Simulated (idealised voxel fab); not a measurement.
process module | voxel gate over fins
cross-section cut | 300 nm wide | cells 5 nm
A cross-section is a grid of square cells, given in bands from the top down. A band is one or more rows of cells.
Each band's line starts with the height of the band's top and of its bottom, in nm. Then come its materials from left to right, each with its width in nm. One material with "throughout" fills the band from edge to edge. "air" is empty space.
Height 0 is the level under which the wafer as received is all one material. The lowest band goes on downwards, as in "0 down".
A width such as "30 to 40" changes by the same amount from each row of cells to the next, from the band's top row to its bottom row.
"no change" after a step means that no cell of the cross-section changed.
closed voids: empty space of 8 cells or more with no open way to the top, each as width x height at its distance from the left edge, in nm
after a step's settings: what the simulator itself notes on the step
overlay nm, on a step with a mask: how far to the right of its planned place the mask lay; to the left if negative
plan
1 op RECEIVE | material Si
2 op CONFORMAL_DEP | material SiN | thk nm 10
3 op PATTERN | tone cover | mask id FINS | material resist | width nm 15 | pitch nm 40 | thk nm 15 | overlay nm 0
4 op DIRECTIONAL_ETCH | etch materials SiN | depth nm 10
5 op DIRECTIONAL_ETCH | etch materials Si | depth nm 35
6 op STRIP | etch materials resist
7 op FILL_DEP | material SiO2 | thk nm 15
8 op CMP | height nm 10
9 op SELECTIVE_ETCH | etch materials SiO2 | depth nm 25
10 op STRIP | etch materials SiN
11 op CONFORMAL_DEP | material HfO2 | thk nm 5
12 op CONFORMAL_DEP | material TiN | thk nm 5
13 op FILL_DEP | material W | thk nm 15
14 op CMP | height nm 20
15 op CONFORMAL_DEP | material SiN | thk nm 5
as received, after step 1
  0 down: Si throughout
  closed voids: none
first wafer at the end, as planned
  25 to 20: SiN throughout
  20 to 10: W throughout
  10 to 5: W 110 | TiN 35 | W 5 | TiN 35 | W 115
  5 to 0: W 110 | TiN 5 | HfO2 25 | TiN 5 | W 5 | TiN 5 | HfO2 25 | TiN 5 | W 115
  0 to -5: W 110 | TiN 5 | HfO2 5 | Si 15 | HfO2 5 | TiN 5 | W 5 | TiN 5 | HfO2 5 | Si 15 | HfO2 5 | TiN 5 | W 115
  -5 to -10: TiN 115 | HfO2 5 | Si 15 | HfO2 5 | TiN 15 | HfO2 5 | Si 15 | HfO2 5 | TiN 120
  -10 to -15: HfO2 120 | Si 15 | HfO2 25 | Si 15 | HfO2 125
  -15 to -35: SiO2 120 | Si 15 | SiO2 25 | Si 15 | SiO2 125
  -35 down: Si throughout
  closed voids: none
second wafer at the end: like start, like plan, one mistake
  15 to 10: SiN throughout
  10 to 5: W 110 | TiN 35 | W 5 | TiN 35 | W 115
  5 to 0: W 110 | TiN 5 | HfO2 25 | TiN 5 | W 5 | TiN 5 | HfO2 25 | TiN 5 | W 115
  0 to -5: W 110 | TiN 5 | HfO2 5 | Si 15 | HfO2 5 | TiN 5 | W 5 | TiN 5 | HfO2 5 | Si 15 | HfO2 5 | TiN 5 | W 115
  -5 to -10: TiN 115 | HfO2 5 | Si 15 | HfO2 5 | TiN 15 | HfO2 5 | Si 15 | HfO2 5 | TiN 120
  -10 to -15: HfO2 120 | Si 15 | HfO2 25 | Si 15 | HfO2 125
  -15 to -35: SiO2 120 | Si 15 | SiO2 25 | Si 15 | SiO2 125
  -35 down: Si throughout
  closed voids: none
what went wrong: step 14 ran as: op CMP | height nm 10
at the end the second wafer has, in cells: 120 fewer of W
